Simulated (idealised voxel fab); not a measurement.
Name of the process module below: voxel fin reveal
For reference, the cross-section in this document is cut, with width 295 nm and square cells of 5 nm.
Notation: cross-section as square-cell grid; stated in bands, top first, going down; one or more cell rows per band. Within each band entry, the heights of the top and of the bottom of the band appear first, in that order and in nm; the materials of the band then follow from left to right, each with its corresponding width in nm. The designation "everywhere" on a single material indicates that it fills the band from edge to edge; the designation "empty" indicates empty space. Height is counted from the level 0, under which the received wafer is composed throughout of one material. The lowest of the bands is not closed at the bottom but continues downward, in the notation "from 0 down". When a width is written as two numbers, as in "30 to 40", the first number is the width in the top row of cells of the band and the second is the width in its bottom row, and the width changes by the same amount from each row to the next. Take "same as before" at face value: in the step it is given for, the cross-section changed in none of its cells. Listed in "Closed cavity list": every empty space of 8 or more cells without an open way to the top. Form: width x height at distance, the distance being from the left edge, all in nm. If you see something after the settings on a step's line, that's the simulator's own remark about that step. overlay nm: how far to the right of its planned place the mask lay on this masked step (negative: to the left). Each pair below shows a cross-section before one step and the cross-section after it, down to the lowest band that changed. The line under each pair gives the step between them, with its settings. The pairs can come from different runs of this module on the same starting wafer, so a pair continues from the pair above only where its "Incoming structure" says so.

Incoming structure
  from 0 down: Si everywhere
  Closed cavity list: none

Post-Step Appearance
  from 5 to 0: SiN everywhere
  Whatever lies below 0 is exactly as it was before.
  Closed cavity list: none
The step that takes the structure from the upper cross-section to the lower one is CONFORMAL_DEP with material SiN, thk nm 5

Incoming structure: The prior state of this step coincides with the post-step cross-section of the pair just above.

Post-Step Appearance
  from 20 to 5: empty (85)  resist (15)  empty (20)  resist (15)  empty (20)  resist (15)  empty (20)  resist (15)  empty (90)
  Whatever lies below 5 is exactly as it was before.
  Closed cavity list: none
The step that takes the structure from the upper cross-section to the lower one is PATTERN with tone cover, mask id FINS, material resist, width nm 15, pitch nm 35, thk nm 15, overlay nm 0

Incoming structure: The prior state of this step coincides with the post-step cross-section of the pair just above.

Post-Step Appearance
  from 20 to 5: empty (85)  resist (15)  empty (20)  resist (15)  empty (20)  resist (15)  empty (20)  resist (15)  empty (90)
  from 5 to 0: empty (85)  SiN (15)  empty (20)  SiN (15)  empty (20)  SiN (15)  empty (20)  SiN (15)  empty (90)
  Whatever lies below 0 is exactly as it was before.
  Closed cavity list: none
The step that takes the structure from the upper cross-section to the lower one is DIRECTIONAL_ETCH with etch materials SiN, depth nm 5

Incoming structure: The prior state of this step coincides with the post-step cross-section of the pair just above.

Post-Step Appearance
  from 20 to 5: empty (85)  resist (15)  empty (20)  resist (15)  empty (20)  resist (15)  empty (20)  resist (15)  empty (90)
  from 5 to 0: empty (85)  SiN (15)  empty (20)  SiN (15)  empty (20)  SiN (15)  empty (20)  SiN (15)  empty (90)
  from 0 to -35: empty (85)  Si (15)  empty (20)  Si (15)  empty (20)  Si (15)  empty (20)  Si (15)  empty (90)
  Whatever lies below -35 is exactly as it was before.
  Closed cavity list: none
The step that takes the structure from the upper cross-section to the lower one is DIRECTIONAL_ETCH with etch materials Si, depth nm 35

Incoming structure: The prior state of this step coincides with the post-step cross-section of the pair just above.

Post-Step Appearance
  from 5 to 0: empty (85)  SiN (15)  empty (20)  SiN (15)  empty (20)  SiN (15)  empty (20)  SiN (15)  empty (90)
  Whatever lies below 0 is exactly as it was before.
  Closed cavity list: none
The step that takes the structure from the upper cross-section to the lower one is STRIP with etch materials resist

Incoming structure: The prior state of this step coincides with the post-step cross-section of the pair just above.

Post-Step Appearance
  from 20 to 5: SiO2 everywhere
  from 5 to 0: SiO2 (85)  SiN (15)  SiO2 (20)  SiN (15)  SiO2 (20)  SiN (15)  SiO2 (20)  SiN (15)  SiO2 (90)
  from 0 to -35: SiO2 (85)  Si (15)  SiO2 (20)  Si (15)  SiO2 (20)  Si (15)  SiO2 (20)  Si (15)  SiO2 (90)
  Whatever lies below -35 is exactly as it was before.
  Closed cavity list: none
The step that takes the structure from the upper cross-section to the lower one is FILL_DEP with material SiO2, thk nm 15

Incoming structure: The prior state of this step coincides with the post-step cross-section of the pair just above.

Post-Step Appearance
  from 5 to 0: SiO2 (85)  SiN (15)  SiO2 (20)  SiN (15)  SiO2 (20)  SiN (15)  SiO2 (20)  SiN (15)  SiO2 (90)
  Whatever lies below 0 is exactly as it was before.
  Closed cavity list: none
The step that takes the structure from the upper cross-section to the lower one is CMP with height nm 5

Incoming structure: The prior state of this step coincides with the post-step cross-section of the pair just above.

Post-Step Appearance
  from 5 to 0: empty (85)  SiN (15)  empty (20)  SiN (15)  empty (20)  SiN (15)  empty (20)  SiN (15)  empty (90)
  from 0 to -20: empty (85)  Si (15)  empty (20)  Si (15)  empty (20)  Si (15)  empty (20)  Si (15)  empty (90)
  Whatever lies below -20 is exactly as it was before.
  Closed cavity list: none
The step that takes the structure from the upper cross-section to the lower one is SELECTIVE_ETCH with etch materials SiO2, depth nm 25

Incoming structure: The prior state of this step coincides with the post-step cross-section of the pair just above.

Post-Step Appearance
  from 0 to -20: empty (85)  Si (15)  empty (20)  Si (15)  empty (20)  Si (15)  empty (20)  Si (15)  empty (90)
  Whatever lies below -20 is exactly as it was before.
  Closed cavity list: none
The step that takes the structure from the upper cross-section to the lower one is STRIP with etch materials SiN

Incoming structure: The prior state of this step coincides with the post-step cross-section of the pair just above.

Post-Step Appearance
  from 5 to 0: empty (80)  HfO2 (25)  empty (10)  HfO2 (25)  empty (10)  HfO2 (25)  empty (10)  HfO2 (25)  empty (85)
  from 0 to -15: empty (80)  HfO2 (5)  Si (15)  HfO2 (5)  empty (10)  HfO2 (5)  Si (15)  HfO2 (5)  empty (10)  HfO2 (5)  Si (15)  HfO2 (5)  empty (10)  HfO2 (5)  Si (15)  HfO2 (5)  empty (85)
  from -15 to -20: HfO2 (85)  Si (15)  HfO2 (20)  Si (15)  HfO2 (20)  Si (15)  HfO2 (20)  Si (15)  HfO2 (90)
  Whatever lies below -20 is exactly as it was before.
  Closed cavity list: none
The step that takes the structure from the upper cross-section to the lower one is CONFORMAL_DEP with material HfO2, thk nm 5

Incoming structure
  from 5 to 0: SiO2 (85)  SiN (15)  SiO2 (20)  SiN (15)  SiO2 (20)  SiN (15)  SiO2 (20)  SiN (15)  SiO2 (90)
  from 0 to -35: SiO2 (85)  Si (15)  SiO2 (20)  Si (15)  SiO2 (20)  Si (15)  SiO2 (20)  Si (15)  SiO2 (90)
  from -35 down: Si everywhere
  Closed cavity list: none

Post-Step Appearance
  from 5 to 0: SiO2 (85)  empty (15)  SiO2 (20)  empty (15)  SiO2 (20)  empty (15)  SiO2 (20)  empty (15)  SiO2 (90)
  Whatever lies below 0 is exactly as it was before.
  Closed cavity list: none
The step that takes the structure from the upper cross-section to the lower one is STRIP with etch materials SiN

Incoming structure: The prior state of this step coincides with the post-step cross-section of the pair just above.

Post-Step Appearance
  from 0 to -20: empty (85)  Si (15)  empty (20)  Si (15)  empty (20)  Si (15)  empty (20)  Si (15)  empty (90)
  from -20 to -25: SiO2 (60)  empty (25)  Si (15)  empty (20)  Si (15)  empty (20)  Si (15)  empty (20)  Si (15)  empty (25)  SiO2 (65)
  Whatever lies below -25 is exactly as it was before.
  Closed cavity list: none
The step that takes the structure from the upper cross-section to the lower one is SELECTIVE_ETCH with etch materials SiO2, depth nm 25

Incoming structure: The prior state of this step coincides with the post-step cross-section of the pair just above.

Post-Step Appearance
  from 5 to 0: empty (80)  HfO2 (25)  empty (10)  HfO2 (25)  empty (10)  HfO2 (25)  empty (10)  HfO2 (25)  empty (85)
  from 0 to -15: empty (80)  HfO2 (5)  Si (15)  HfO2 (5)  empty (10)  HfO2 (5)  Si (15)  HfO2 (5)  empty (10)  HfO2 (5)  Si (15)  HfO2 (5)  empty (10)  HfO2 (5)  Si (15)  HfO2 (5)  empty (85)
  from -15 to -20: HfO2 (65)  empty (15)  HfO2 (5)  Si (15)  HfO2 (5)  empty (10)  HfO2 (5)  Si (15)  HfO2 (5)  empty (10)  HfO2 (5)  Si (15)  HfO2 (5)  empty (10)  HfO2 (5)  Si (15)  HfO2 (5)  empty (15)  HfO2 (70)
  from -20 to -25: SiO2 (60)  HfO2 (25)  Si (15)  HfO2 (20)  Si (15)  HfO2 (20)  Si (15)  HfO2 (20)  Si (15)  HfO2 (25)  SiO2 (65)
  Whatever lies below -25 is exactly as it was before.
  Closed cavity list: none
The step that takes the structure from the upper cross-section to the lower one is CONFORMAL_DEP with material HfO2, thk nm 5

Incoming structure
  from 20 to 5: SiO2 everywhere
  from 5 to 0: SiO2 (85)  SiN (15)  SiO2 (20)  SiN (15)  SiO2 (20)  SiN (15)  SiO2 (20)  SiN (15)  SiO2 (90)
  from 0 to -35: SiO2 (85)  Si (15)  SiO2 (20)  Si (15)  SiO2 (20)  Si (15)  SiO2 (20)  Si (15)  SiO2 (90)
  from -35 down: Si everywhere
  Closed cavity list: none

Post-Step Appearance
  from -5 to -35: SiO2 (85)  Si (15)  SiO2 (20)  Si (15)  SiO2 (20)  Si (15)  SiO2 (20)  Si (15)  SiO2 (90)
  Whatever lies below -35 is exactly as it was before.
  Closed cavity list: none
The step that takes the structure from the upper cross-section to the lower one is CMP with height nm -5

Incoming structure: The prior state of this step coincides with the post-step cross-section of the pair just above.

Post-Step Appearance
  from -5 to -30: empty (85)  Si (15)  empty (20)  Si (15)  empty (20)  Si (15)  empty (20)  Si (15)  empty (90)
  Whatever lies below -30 is exactly as it was before.
  Closed cavity list: none
The step that takes the structure from the upper cross-section to the lower one is SELECTIVE_ETCH with etch materials SiO2, depth nm 25

Incoming structure: The prior state of this step coincides with the post-step cross-section of the pair just above.

Post-Step Appearance
  from 0 to -5: empty (80)  HfO2 (25)  empty (10)  HfO2 (25)  empty (10)  HfO2 (25)  empty (10)  HfO2 (25)  empty (85)
  from -5 to -25: empty (80)  HfO2 (5)  Si (15)  HfO2 (5)  empty (10)  HfO2 (5)  Si (15)  HfO2 (5)  empty (10)  HfO2 (5)  Si (15)  HfO2 (5)  empty (10)  HfO2 (5)  Si (15)  HfO2 (5)  empty (85)
  from -25 to -30: HfO2 (85)  Si (15)  HfO2 (20)  Si (15)  HfO2 (20)  Si (15)  HfO2 (20)  Si (15)  HfO2 (90)
  Whatever lies below -30 is exactly as it was before.
  Closed cavity list: none
The step that takes the structure from the upper cross-section to the lower one is CONFORMAL_DEP with material HfO2, thk nm 5

Incoming structure
  from 5 to 0: SiN everywhere
  from 0 down: Si everywhere
  Closed cavity list: none

Post-Step Appearance
  from 20 to 5: empty (85)  resist (20)  empty (15)  resist (20)  empty (15)  resist (20)  empty (15)  resist (20)  empty (85)
  Whatever lies below 5 is exactly as it was before.
  Closed cavity list: none
The step that takes the structure from the upper cross-section to the lower one is PATTERN with tone cover, mask id FINS, material resist, width nm 20, pitch nm 35, thk nm 15, overlay nm 0

Incoming structure: The prior state of this step coincides with the post-step cross-section of the pair just above.

Post-Step Appearance
  from 20 to 5: empty (85)  resist (20)  empty (15)  resist (20)  empty (15)  resist (20)  empty (15)  resist (20)  empty (85)
  from 5 to 0: empty (85)  SiN (20)  empty (15)  SiN (20)  empty (15)  SiN (20)  empty (15)  SiN (20)  empty (85)
  Whatever lies below 0 is exactly as it was before.
  Closed cavity list: none
The step that takes the structure from the upper cross-section to the lower one is DIRECTIONAL_ETCH with etch materials SiN, depth nm 5

Incoming structure: The prior state of this step coincides with the post-step cross-section of the pair just above.

Post-Step Appearance
  from 20 to 5: empty (85)  resist (20)  empty (15)  resist (20)  empty (15)  resist (20)  empty (15)  resist (20)  empty (85)
  from 5 to 0: empty (85)  SiN (20)  empty (15)  SiN (20)  empty (15)  SiN (20)  empty (15)  SiN (20)  empty (85)
  from 0 to -35: empty (85)  Si (20)  empty (15)  Si (20)  empty (15)  Si (20)  empty (15)  Si (20)  empty (85)
  Whatever lies below -35 is exactly as it was before.
  Closed cavity list: none
The step that takes the structure from the upper cross-section to the lower one is DIRECTIONAL_ETCH with etch materials Si, depth nm 35

Incoming structure: The prior state of this step coincides with the post-step cross-section of the pair just above.

Post-Step Appearance
  from 5 to 0: empty (85)  SiN (20)  empty (15)  SiN (20)  empty (15)  SiN (20)  empty (15)  SiN (20)  empty (85)
  Whatever lies below 0 is exactly as it was before.
  Closed cavity list: none
The step that takes the structure from the upper cross-section to the lower one is STRIP with etch materials resist

Incoming structure: The prior state of this step coincides with the post-step cross-section of the pair just above.

Post-Step Appearance
  from 20 to 5: SiO2 everywhere
  from 5 to 0: SiO2 (85)  SiN (20)  SiO2 (15)  SiN (20)  SiO2 (15)  SiN (20)  SiO2 (15)  SiN (20)  SiO2 (85)
  from 0 to -35: SiO2 (85)  Si (20)  SiO2 (15)  Si (20)  SiO2 (15)  Si (20)  SiO2 (15)  Si (20)  SiO2 (85)
  Whatever lies below -35 is exactly as it was before.
  Closed cavity list: none
The step that takes the structure from the upper cross-section to the lower one is FILL_DEP with material SiO2, thk nm 15

Incoming structure: The prior state of this step coincides with the post-step cross-section of the pair just above.

Post-Step Appearance
  from 5 to 0: SiO2 (85)  SiN (20)  SiO2 (15)  SiN (20)  SiO2 (15)  SiN (20)  SiO2 (15)  SiN (20)  SiO2 (85)
  Whatever lies below 0 is exactly as it was before.
  Closed cavity list: none
The step that takes the structure from the upper cross-section to the lower one is CMP with height nm 5

Incoming structure: The prior state of this step coincides with the post-step cross-section of the pair just above.

Post-Step Appearance
  from 5 to 0: empty (85)  SiN (20)  empty (15)  SiN (20)  empty (15)  SiN (20)  empty (15)  SiN (20)  empty (85)
  from 0 to -20: empty (85)  Si (20)  empty (15)  Si (20)  empty (15)  Si (20)  empty (15)  Si (20)  empty (85)
  Whatever lies below -20 is exactly as it was before.
  Closed cavity list: none
The step that takes the structure from the upper cross-section to the lower one is SELECTIVE_ETCH with etch materials SiO2, depth nm 25

Incoming structure: The prior state of this step coincides with the post-step cross-section of the pair just above.

Post-Step Appearance
  from 0 to -20: empty (85)  Si (20)  empty (15)  Si (20)  empty (15)  Si (20)  empty (15)  Si (20)  empty (85)
  Whatever lies below -20 is exactly as it was before.
  Closed cavity list: none
The step that takes the structure from the upper cross-section to the lower one is STRIP with etch materials SiN

Incoming structure: The prior state of this step coincides with the post-step cross-section of the pair just above.

Post-Step Appearance
  from 5 to 0: empty (80)  HfO2 (30)  empty (5)  HfO2 (30)  empty (5)  HfO2 (30)  empty (5)  HfO2 (30)  empty (80)
  from 0 to -15: empty (80)  HfO2 (5)  Si (20)  HfO2 (5)  empty (5)  HfO2 (5)  Si (20)  HfO2 (5)  empty (5)  HfO2 (5)  Si (20)  HfO2 (5)  empty (5)  HfO2 (5)  Si (20)  HfO2 (5)  empty (80)
  from -15 to -20: HfO2 (85)  Si (20)  HfO2 (15)  Si (20)  HfO2 (15)  Si (20)  HfO2 (15)  Si (20)  HfO2 (85)
  Whatever lies below -20 is exactly as it was before.
  Closed cavity list: none
The step that takes the structure from the upper cross-section to the lower one is CONFORMAL_DEP with material HfO2, thk nm 5

Incoming structure
  from 5 to 0: SiN everywhere
  from 0 down: Si everywhere
  Closed cavity list: none

Post-Step Appearance
  from 20 to 5: empty (75)  resist (15)  empty (20)  resist (15)  empty (20)  resist (15)  empty (20)  resist (15)  empty (100)
  Whatever lies below 5 is exactly as it was before.
  Closed cavity list: none
The step that takes the structure from the upper cross-section to the lower one is PATTERN with tone cover, mask id FINS, material resist, width nm 15, pitch nm 35, thk nm 15, overlay nm -10

Incoming structure: The prior state of this step coincides with the post-step cross-section of the pair just above.

Post-Step Appearance
  from 20 to 5: empty (75)  resist (15)  empty (20)  resist (15)  empty (20)  resist (15)  empty (20)  resist (15)  empty (100)
  from 5 to 0: empty (75)  SiN (15)  empty (20)  SiN (15)  empty (20)  SiN (15)  empty (20)  SiN (15)  empty (100)
  Whatever lies below 0 is exactly as it was before.
  Closed cavity list: none
The step that takes the structure from the upper cross-section to the lower one is DIRECTIONAL_ETCH with etch materials SiN, depth nm 5

Incoming structure: The prior state of this step coincides with the post-step cross-section of the pair just above.

Post-Step Appearance
  from 20 to 5: empty (75)  resist (15)  empty (20)  resist (15)  empty (20)  resist (15)  empty (20)  resist (15)  empty (100)
  from 5 to 0: empty (75)  SiN (15)  empty (20)  SiN (15)  empty (20)  SiN (15)  empty (20)  SiN (15)  empty (100)
  from 0 to -35: empty (75)  Si (15)  empty (20)  Si (15)  empty (20)  Si (15)  empty (20)  Si (15)  empty (100)
  Whatever lies below -35 is exactly as it was before.
  Closed cavity list: none
The step that takes the structure from the upper cross-section to the lower one is DIRECTIONAL_ETCH with etch materials Si, depth nm 35

Incoming structure: The prior state of this step coincides with the post-step cross-section of the pair just above.

Post-Step Appearance
  from 5 to 0: empty (75)  SiN (15)  empty (20)  SiN (15)  empty (20)  SiN (15)  empty (20)  SiN (15)  empty (100)
  Whatever lies below 0 is exactly as it was before.
  Closed cavity list: none
The step that takes the structure from the upper cross-section to the lower one is STRIP with etch materials resist

Incoming structure: The prior state of this step coincides with the post-step cross-section of the pair just above.

Post-Step Appearance
  from 20 to 5: SiO2 everywhere
  from 5 to 0: SiO2 (75)  SiN (15)  SiO2 (20)  SiN (15)  SiO2 (20)  SiN (15)  SiO2 (20)  SiN (15)  SiO2 (100)
  from 0 to -35: SiO2 (75)  Si (15)  SiO2 (20)  Si (15)  SiO2 (20)  Si (15)  SiO2 (20)  Si (15)  SiO2 (100)
  Whatever lies below -35 is exactly as it was before.
  Closed cavity list: none
The step that takes the structure from the upper cross-section to the lower one is FILL_DEP with material SiO2, thk nm 15

Incoming structure: The prior state of this step coincides with the post-step cross-section of the pair just above.

Post-Step Appearance
  from 5 to 0: SiO2 (75)  SiN (15)  SiO2 (20)  SiN (15)  SiO2 (20)  SiN (15)  SiO2 (20)  SiN (15)  SiO2 (100)
  Whatever lies below 0 is exactly as it was before.
  Closed cavity list: none
The step that takes the structure from the upper cross-section to the lower one is CMP with height nm 5

Incoming structure: The prior state of this step coincides with the post-step cross-section of the pair just above.

Post-Step Appearance
  from 5 to 0: empty (75)  SiN (15)  empty (20)  SiN (15)  empty (20)  SiN (15)  empty (20)  SiN (15)  empty (100)
  from 0 to -20: empty (75)  Si (15)  empty (20)  Si (15)  empty (20)  Si (15)  empty (20)  Si (15)  empty (100)
  Whatever lies below -20 is exactly as it was before.
  Closed cavity list: none
The step that takes the structure from the upper cross-section to the lower one is SELECTIVE_ETCH with etch materials SiO2, depth nm 25

Incoming structure: The prior state of this step coincides with the post-step cross-section of the pair just above.

Post-Step Appearance
  from 0 to -20: empty (75)  Si (15)  empty (20)  Si (15)  empty (20)  Si (15)  empty (20)  Si (15)  empty (100)
  Whatever lies below -20 is exactly as it was before.
  Closed cavity list: none
The step that takes the structure from the upper cross-section to the lower one is STRIP with etch materials SiN

Incoming structure: The prior state of this step coincides with the post-step cross-section of the pair just above.

Post-Step Appearance
  from 5 to 0: empty (70)  HfO2 (25)  empty (10)  HfO2 (25)  empty (10)  HfO2 (25)  empty (10)  HfO2 (25)  empty (95)
  from 0 to -15: empty (70)  HfO2 (5)  Si (15)  HfO2 (5)  empty (10)  HfO2 (5)  Si (15)  HfO2 (5)  empty (10)  HfO2 (5)  Si (15)  HfO2 (5)  empty (10)  HfO2 (5)  Si (15)  HfO2 (5)  empty (95)
  from -15 to -20: HfO2 (75)  Si (15)  HfO2 (20)  Si (15)  HfO2 (20)  Si (15)  HfO2 (20)  Si (15)  HfO2 (100)
  Whatever lies below -20 is exactly as it was before.
  Closed cavity list: none
The step that takes the structure from the upper cross-section to the lower one is CONFORMAL_DEP with material HfO2, thk nm 5

Incoming structure
  from 5 to 0: empty (85)  SiN (15)  empty (20)  SiN (15)  empty (20)  SiN (15)  empty (20)  SiN (15)  empty (90)
  from 0 to -35: empty (85)  Si (15)  empty (20)  Si (15)  empty (20)  Si (15)  empty (20)  Si (15)  empty (90)
  from -35 down: Si everywhere
  Closed cavity list: none

Post-Step Appearance
  from 20 to 5: HfO2 everywhere
  from 5 to 0: HfO2 (85)  SiN (15)  HfO2 (20)  SiN (15)  HfO2 (20)  SiN (15)  HfO2 (20)  SiN (15)  HfO2 (90)
  from 0 to -35: HfO2 (85)  Si (15)  HfO2 (20)  Si (15)  HfO2 (20)  Si (15)  HfO2 (20)  Si (15)  HfO2 (90)
  Whatever lies below -35 is exactly as it was before.
  Closed cavity list: none
The step that takes the structure from the upper cross-section to the lower one is FILL_DEP with material HfO2, thk nm 15

Incoming structure: The prior state of this step coincides with the post-step cross-section of the pair just above.

Post-Step Appearance
  from 5 to 0: HfO2 (85)  SiN (15)  HfO2 (20)  SiN (15)  HfO2 (20)  SiN (15)  HfO2 (20)  SiN (15)  HfO2 (90)
  Whatever lies below 0 is exactly as it was before.
  Closed cavity list: none
The step that takes the structure from the upper cross-section to the lower one is CMP with height nm 5

Incoming structure: The prior state of this step coincides with the post-step cross-section of the pair just above.

Post-Step Appearance
  from 5 to 0: HfO2 (85)  empty (15)  HfO2 (20)  empty (15)  HfO2 (20)  empty (15)  HfO2 (20)  empty (15)  HfO2 (90)
  Whatever lies below 0 is exactly as it was before.
  Closed cavity list: none
The step that takes the structure from the upper cross-section to the lower one is STRIP with etch materials SiN

Incoming structure: The prior state of this step coincides with the post-step cross-section of the pair just above.

Post-Step Appearance
  from 10 to 5: HfO2 (90)  empty (5)  HfO2 (30)  empty (5)  HfO2 (30)  empty (5)  HfO2 (30)  empty (5)  HfO2 (95)
  from 5 to 0: HfO2 everywhere
  Whatever lies below 0 is exactly as it was before.
  Closed cavity list: none
The step that takes the structure from the upper cross-section to the lower one is CONFORMAL_DEP with material HfO2, thk nm 5

Incoming structure
  from 5 to 0: SiN everywhere
  from 0 down: Si everywhere
  Closed cavity list: none

Post-Step Appearance
  from 20 to 5: resist (85)  empty (15)  resist (20)  empty (15)  resist (20)  empty (15)  resist (20)  empty (15)  resist (90)
  Whatever lies below 5 is exactly as it was before.
  Closed cavity list: none
The step that takes the structure from the upper cross-section to the lower one is PATTERN with tone open, mask id FINS, material resist, width nm 15, pitch nm 35, thk nm 15, overlay nm 0

Incoming structure: The prior state of this step coincides with the post-step cross-section of the pair just above.

Post-Step Appearance
  from 20 to 5: resist (85)  empty (15)  resist (20)  empty (15)  resist (20)  empty (15)  resist (20)  empty (15)  resist (90)
  from 5 to 0: SiN (85)  empty (15)  SiN (20)  empty (15)  SiN (20)  empty (15)  SiN (20)  empty (15)  SiN (90)
  Whatever lies below 0 is exactly as it was before.
  Closed cavity list: none
The step that takes the structure from the upper cross-section to the lower one is DIRECTIONAL_ETCH with etch materials SiN, depth nm 5

Incoming structure: The prior state of this step coincides with the post-step cross-section of the pair just above.

Post-Step Appearance
  from 20 to 5: resist (85)  empty (15)  resist (20)  empty (15)  resist (20)  empty (15)  resist (20)  empty (15)  resist (90)
  from 5 to 0: SiN (85)  empty (15)  SiN (20)  empty (15)  SiN (20)  empty (15)  SiN (20)  empty (15)  SiN (90)
  from 0 to -35: Si (85)  empty (15)  Si (20)  empty (15)  Si (20)  empty (15)  Si (20)  empty (15)  Si (90)
  Whatever lies below -35 is exactly as it was before.
  Closed cavity list: none
The step that takes the structure from the upper cross-section to the lower one is DIRECTIONAL_ETCH with etch materials Si, depth nm 35

Incoming structure: The prior state of this step coincides with the post-step cross-section of the pair just above.

Post-Step Appearance
  from 5 to 0: SiN (85)  empty (15)  SiN (20)  empty (15)  SiN (20)  empty (15)  SiN (20)  empty (15)  SiN (90)
  Whatever lies below 0 is exactly as it was before.
  Closed cavity list: none
The step that takes the structure from the upper cross-section to the lower one is STRIP with etch materials resist

Incoming structure: The prior state of this step coincides with the post-step cross-section of the pair just above.

Post-Step Appearance
  from 20 to 5: SiO2 everywhere
  from 5 to 0: SiN (85)  SiO2 (15)  SiN (20)  SiO2 (15)  SiN (20)  SiO2 (15)  SiN (20)  SiO2 (15)  SiN (90)
  from 0 to -35: Si (85)  SiO2 (15)  Si (20)  SiO2 (15)  Si (20)  SiO2 (15)  Si (20)  SiO2 (15)  Si (90)
  Whatever lies below -35 is exactly as it was before.
  Closed cavity list: none
The step that takes the structure from the upper cross-section to the lower one is FILL_DEP with material SiO2, thk nm 15

Incoming structure: The prior state of this step coincides with the post-step cross-section of the pair just above.

Post-Step Appearance
  from 5 to 0: SiN (85)  SiO2 (15)  SiN (20)  SiO2 (15)  SiN (20)  SiO2 (15)  SiN (20)  SiO2 (15)  SiN (90)
  Whatever lies below 0 is exactly as it was before.
  Closed cavity list: none
The step that takes the structure from the upper cross-section to the lower one is CMP with height nm 5

Incoming structure: The prior state of this step coincides with the post-step cross-section of the pair just above.

Post-Step Appearance
  from 5 to 0: SiN (85)  empty (15)  SiN (20)  empty (15)  SiN (20)  empty (15)  SiN (20)  empty (15)  SiN (90)
  from 0 to -20: Si (85)  empty (15)  Si (20)  empty (15)  Si (20)  empty (15)  Si (20)  empty (15)  Si (90)
  Whatever lies below -20 is exactly as it was before.
  Closed cavity list: none
The step that takes the structure from the upper cross-section to the lower one is SELECTIVE_ETCH with etch materials SiO2, depth nm 25

Incoming structure: The prior state of this step coincides with the post-step cross-section of the pair just above.

Post-Step Appearance
  from 0 to -20: Si (85)  empty (15)  Si (20)  empty (15)  Si (20)  empty (15)  Si (20)  empty (15)  Si (90)
  Whatever lies below -20 is exactly as it was before.
  Closed cavity list: none
The step that takes the structure from the upper cross-section to the lower one is STRIP with etch materials SiN

Incoming structure: The prior state of this step coincides with the post-step cross-section of the pair just above.

Post-Step Appearance
  from 5 to 0: HfO2 (90)  empty (5)  HfO2 (30)  empty (5)  HfO2 (30)  empty (5)  HfO2 (30)  empty (5)  HfO2 (95)
  from 0 to -15: Si (85)  HfO2 (5)  empty (5)  HfO2 (5)  Si (20)  HfO2 (5)  empty (5)  HfO2 (5)  Si (20)  HfO2 (5)  empty (5)  HfO2 (5)  Si (20)  HfO2 (5)  empty (5)  HfO2 (5)  Si (90)
  from -15 to -20: Si (85)  HfO2 (15)  Si (20)  HfO2 (15)  Si (20)  HfO2 (15)  Si (20)  HfO2 (15)  Si (90)
  Whatever lies below -20 is exactly as it was before.
  Closed cavity list: none
The step that takes the structure from the upper cross-section to the lower one is CONFORMAL_DEP with material HfO2, thk nm 5
